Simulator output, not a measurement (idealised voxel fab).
Documented hereafter: the process module known as voxel self aligned vias.
Cross-section cut spans 235 nm and uses square cells 5 nm in size.
Reading order for cross-sections: top band down to bottom band. Underlying form: a grid of square cells. Band size: one or more rows of cells.
Quick guide to a band line: top height, bottom height (nm) up front; then every material left to right with its width in nm. Only one material and it's marked "full width"? Then it fills the band edge to edge. And "empty" just means empty space.
Zero point of the height axis is 0; under it, received wafer = one material. Lowest band: continues down indefinitely, "0 -> down".
Width spec "30..40" -> top row of cells at first value, bottom row at second value, equal per-row change in between.
"nothing altered", as given for a step, is the statement that not any cell of the cross-section underwent a change during that step.
The entry titled "Voids, fully enclosed" provides the empty spaces that have no open way to the top, restricted to those of 8 cells or more. Each is presented as width x height at distance, the distance being measured from the left edge, with all three in nm.
That trailing text on a step's line, after the settings, is the simulator's own remark on the step.
A step's line can hold "overlay nm"; with a mask on that step, the setting says how far right of the planned place the mask lay, while a negative setting says it lay to the left.
-- Below is the list of planned process steps
1 RECEIVE | material Si
2 CONFORMAL_DEP | material SiO2 | thk nm 10
3 CONFORMAL_DEP | material SiCN | thk nm 5
4 DIRECTIONAL_DEP | material SiO2 | thk nm 30
5 MASKED_ETCH | tone open | mask id LINES | width nm 25 | pitch nm 70 | etch materials SiO2 | depth nm 30 | overlay nm 0
6 CONFORMAL_DEP | material TiN | thk nm 5
7 FILL_DEP | material Ru | thk nm 5
8 CMP | height nm 45
9 SELECTIVE_ETCH | etch materials W Ru TiN | depth nm 10
10 FILL_DEP | material SiN | thk nm 10
11 CMP | height nm 45
12 DIRECTIONAL_DEP | material SiO2 | thk nm 15
13 DIRECTIONAL_DEP | material aC | thk nm 10
14 PATTERN | tone open | mask id VIAS | material resist | width nm 45 | pitch nm 70 | thk nm 30 | overlay nm 0
15 DIRECTIONAL_ETCH | etch materials aC | depth nm 10
16 STRIP | etch materials resist
17 DIRECTIONAL_ETCH | etch materials SiO2 | depth nm 15
18 DIRECTIONAL_ETCH | etch materials SiN | depth nm 10
19 STRIP | etch materials aC
20 CONFORMAL_DEP | material TiN | thk nm 5
21 FILL_DEP | material W | thk nm 10
22 CMP | height nm 60
23 CONFORMAL_DEP | material SiN | thk nm 5
-- Cross-section: wafer on arrival = after step 1
* 0 -> down | Si full width
* Voids, fully enclosed: none
-- What the wafer looks like in cross-section after this module, when it starts as shown above and follows the plan above but one mistake is made in running it
* 65 -> 60 | SiN full width
* 60 -> 50 | 60 nm SiO2 / 5 nm TiN / 35 nm W / 5 nm TiN / 25 nm SiO2 / 5 nm TiN / 35 nm W / 5 nm TiN / 60 nm SiO2
* 50 -> 40 | 60..65 nm SiO2 / 10..5 nm TiN / 25 nm W / 10..5 nm TiN / 25..35 nm SiO2 / 10..5 nm TiN / 25 nm W / 10..5 nm TiN / 60..65 nm SiO2
* 40 -> 35 | 65 nm SiO2 / 35 nm TiN / 35 nm SiO2 / 35 nm TiN / 65 nm SiO2
* 35 -> 20 | 65 nm SiO2 / 5 nm TiN / 25 nm Ru / 5 nm TiN / 35 nm SiO2 / 5 nm TiN / 25 nm Ru / 5 nm TiN / 65 nm SiO2
* 20 -> 15 | 65 nm SiO2 / 35 nm TiN / 35 nm SiO2 / 35 nm TiN / 65 nm SiO2
* 15 -> 10 | SiCN full width
* 10 -> 0 | SiO2 full width
* 0 -> down | Si full width
* Voids, fully enclosed: none
Processing error: contrary to plan, step 5 was performed as MASKED_ETCH | tone open | mask id LINES | width nm 35 | pitch nm 70 | etch materials SiO2 | depth nm 30 | overlay nm 0
